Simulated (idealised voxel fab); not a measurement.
The process module that follows is named voxel wiring stack.
Displayed cross-section: cut, width of 200 nm, square cells sized 5 nm.
Cross-section format: a grid of square cells, given as bands from top to bottom; each band is one or more rows of cells. Top height, bottom height, nm. Materials left to right, width each, nm. Single material + "throughout" = fills band edge to edge. "air" = empty. Where do heights start? At 0: under that level the wafer as delivered is made of one material only. And the lowest band has no floor; it just carries on downward, as in "top 0, no bottom". Graded width ("30..40"): value in top row of band = first number; value in bottom row = second number; row-to-row change constant. Step note "changes: none" = no cross-section cell changed. Empty spaces counting at least 8 cells and having no open way to the top are listed in "Closed void register". The notation width x height at distance is used for each, the distance being from the left edge and all three values in nm. Formally, on a step line, whatever follows the settings is a remark that the simulator itself makes on the step. The "overlay nm" setting may appear on a step's line; for a step that uses a mask, it gives how far to the right of its planned position the mask lay, and a negative value indicates the left.
Plan:
| 1 | RECEIVE | material Si |
| 2 | CONFORMAL_DEP | material SiO2 | thk nm 15 |
| 3 | DIRECTIONAL_DEP | material TiN | thk nm 5 |
| 4 | DIRECTIONAL_DEP | material Ru | thk nm 15 |
| 5 | MASKED_ETCH | tone cover | mask id METAL_1 | width nm 25 | pitch nm 50 | etch materials Ru | depth nm 15 | overlay nm 0 |
| 6 | MASKED_ETCH | tone cover | mask id METAL_1 | width nm 25 | pitch nm 50 | etch materials TiN | depth nm 5 | overlay nm 0 |
| 7 | CONFORMAL_DEP | material SiCN | thk nm 5 |
| 8 | FILL_DEP | material SiO2 | thk nm 5 |
| 9 | CMP | height nm 35 |
| 10 | CONFORMAL_DEP | material SiCN | thk nm 5 |
| 11 | DIRECTIONAL_DEP | material SiO2 | thk nm 20 |
| 12 | DIRECTIONAL_DEP | material aC | thk nm 10 |
| 13 | PATTERN | tone open | mask id PLUG_1 | material resist | width nm 15 | pitch nm 50 | thk nm 25 | overlay nm 0 |
| 14 | DIRECTIONAL_ETCH | etch materials aC | depth nm 10 |
| 15 | STRIP | etch materials resist |
| 16 | DIRECTIONAL_ETCH | etch materials SiO2 | depth nm 20 |
| 17 | DIRECTIONAL_ETCH | etch materials SiCN | depth nm 5 |
| 18 | STRIP | etch materials aC |
| 19 | EPI | material Ru | thk nm 10 |
| 20 | EPI | material Ru | thk nm 10 |
| 21 | EPI | material Ru | thk nm 5 |
| 22 | DIRECTIONAL_DEP | material TiN | thk nm 5 |
| 23 | DIRECTIONAL_DEP | material Ru | thk nm 20 |
| 24 | MASKED_ETCH | tone cover | mask id METAL_2 | width nm 25 | pitch nm 50 | etch materials Ru | depth nm 20 | overlay nm 0 |
| 25 | MASKED_ETCH | tone cover | mask id METAL_2 | width nm 25 | pitch nm 50 | etch materials TiN | depth nm 5 | overlay nm 0 |
| 26 | CONFORMAL_DEP | material SiN | thk nm 5 |
| 27 | FILL_DEP | material SiO2 | thk nm 10 |
| 28 | CMP | height nm 85 |
| 29 | CONFORMAL_DEP | material SiCN | thk nm 5 |
| 30 | DIRECTIONAL_DEP | material lowk | thk nm 15 |
| 31 | PATTERN | tone open | mask id PLUG_2 | material resist | width nm 15 | thk nm 15 | overlay nm 0 |
| 32 | DIRECTIONAL_ETCH | etch materials lowk | depth nm 15 |
| 33 | DIRECTIONAL_ETCH | etch materials SiCN | depth nm 5 |
| 34 | STRIP | etch materials resist |
| 35 | CONFORMAL_DEP | material TiN | thk nm 5 |
| 36 | FILL_DEP | material Cu | thk nm 10 |
| 37 | CMP | height nm 105 |
| 38 | DIRECTIONAL_DEP | material TiN | thk nm 5 |
| 39 | DIRECTIONAL_DEP | material Ru | thk nm 15 |
| 40 | MASKED_ETCH | tone cover | mask id METAL_3 | width nm 25 | pitch nm 50 | etch materials Ru | depth nm 15 | overlay nm 0 |
| 41 | MASKED_ETCH | tone cover | mask id METAL_3 | width nm 25 | pitch nm 50 | etch materials TiN | depth nm 5 | overlay nm 0 |
| 42 | CONFORMAL_DEP | material SiCN | thk nm 5 |
| 43 | FILL_DEP | material lowk | thk nm 10 |
| 44 | CMP | height nm 125 |
| 45 | CONFORMAL_DEP | material SiCN | thk nm 5 |
Cross-section of the incoming wafer, state after step 1:
* top 0, no bottom: Si throughout
* Closed void register: none
The first of two wafers, cross-sectioned at the end of the module, with the run proceeding as planned:
* top 130, bottom 125: SiCN throughout
* top 125, bottom 110: 55 lowk, 5 SiCN, 25 Ru, 5 SiCN, 15 lowk, 5 SiCN, 25 Ru, 5 SiCN, 60 lowk
* top 110, bottom 105: 60 SiCN, 25 TiN, 25 SiCN, 25 TiN, 65 SiCN
* top 105, bottom 90: 60 lowk, 5 TiN, 5 Cu, 5 TiN, 125 lowk
* top 90, bottom 85: 60 SiCN, 15 TiN, 125 SiCN
* top 85, bottom 65: 55 SiO2, 5 SiN, 25 Ru, 5 SiN, 15 SiO2, 5 SiN, 25 Ru, 5 SiN, 60 SiO2
* top 65, bottom 60: 60 SiN, 25 TiN, 25 SiN, 25 TiN, 65 SiN
* top 60, bottom 40: 60 SiO2, 15 Ru, 35 SiO2, 15 Ru, 75 SiO2
* top 40, bottom 35: 60 SiCN, 15 Ru, 35 SiCN, 15 Ru, 75 SiCN
* top 35, bottom 20: 55 SiO2, 5 SiCN, 25 Ru, 5 SiCN, 15 SiO2, 5 SiCN, 25 Ru, 5 SiCN, 60 SiO2
* top 20, bottom 15: 60 SiCN, 25 TiN, 25 SiCN, 25 TiN, 65 SiCN
* top 15, bottom 0: SiO2 throughout
* top 0, no bottom: Si throughout
* Closed void register: none
Same start, same plan as the first wafer - but one mistake in the run. Cross-section of the second of the two at the end of the module:
* top 130, bottom 125: SiCN throughout
* top 125, bottom 110: 55 lowk, 5 SiCN, 25 Ru, 5 SiCN, 15 lowk, 5 SiCN, 25 Ru, 5 SiCN, 60 lowk
* top 110, bottom 105: 60 SiCN, 25 TiN, 25 SiCN, 25 TiN, 65 SiCN
* top 105, bottom 90: 60 lowk, 5 TiN, 5 Cu, 5 TiN, 125 lowk
* top 90, bottom 85: 60 SiCN, 15 TiN, 125 SiCN
* top 85, bottom 80: 55 SiO2, 20 SiN, 10 Ru, 5 SiN, 15 SiO2, 20 SiN, 10 Ru, 5 SiN, 60 SiO2
* top 80, bottom 65: 55 SiO2, 5 SiN, 25 Ru, 5 SiN, 15 SiO2, 5 SiN, 25 Ru, 5 SiN, 60 SiO2
* top 65, bottom 60: 60 SiN, 15 Ru, 10 TiN, 25 SiN, 15 Ru, 10 TiN, 65 SiN
* top 60, bottom 55: 60 SiCN, 15 TiN, 35 SiCN, 15 TiN, 75 SiCN
* top 55, bottom 35: SiO2 throughout
* top 35, bottom 20: 55 SiO2, 5 SiCN, 25 Ru, 5 SiCN, 15 SiO2, 5 SiCN, 25 Ru, 5 SiCN, 60 SiO2
* top 20, bottom 15: 60 SiCN, 25 TiN, 25 SiCN, 25 TiN, 65 SiCN
* top 15, bottom 0: SiO2 throughout
* top 0, no bottom: Si throughout
* Closed void register: none
What broke from the plan during processing? steps 10 and 11 traded places in the executed sequence
It is noted that, at the conclusion of processing, the second wafer exhibits a higher or lower cell count for certain materials relative to the first: -30 Ru; +6 SiN; +24 SiO2
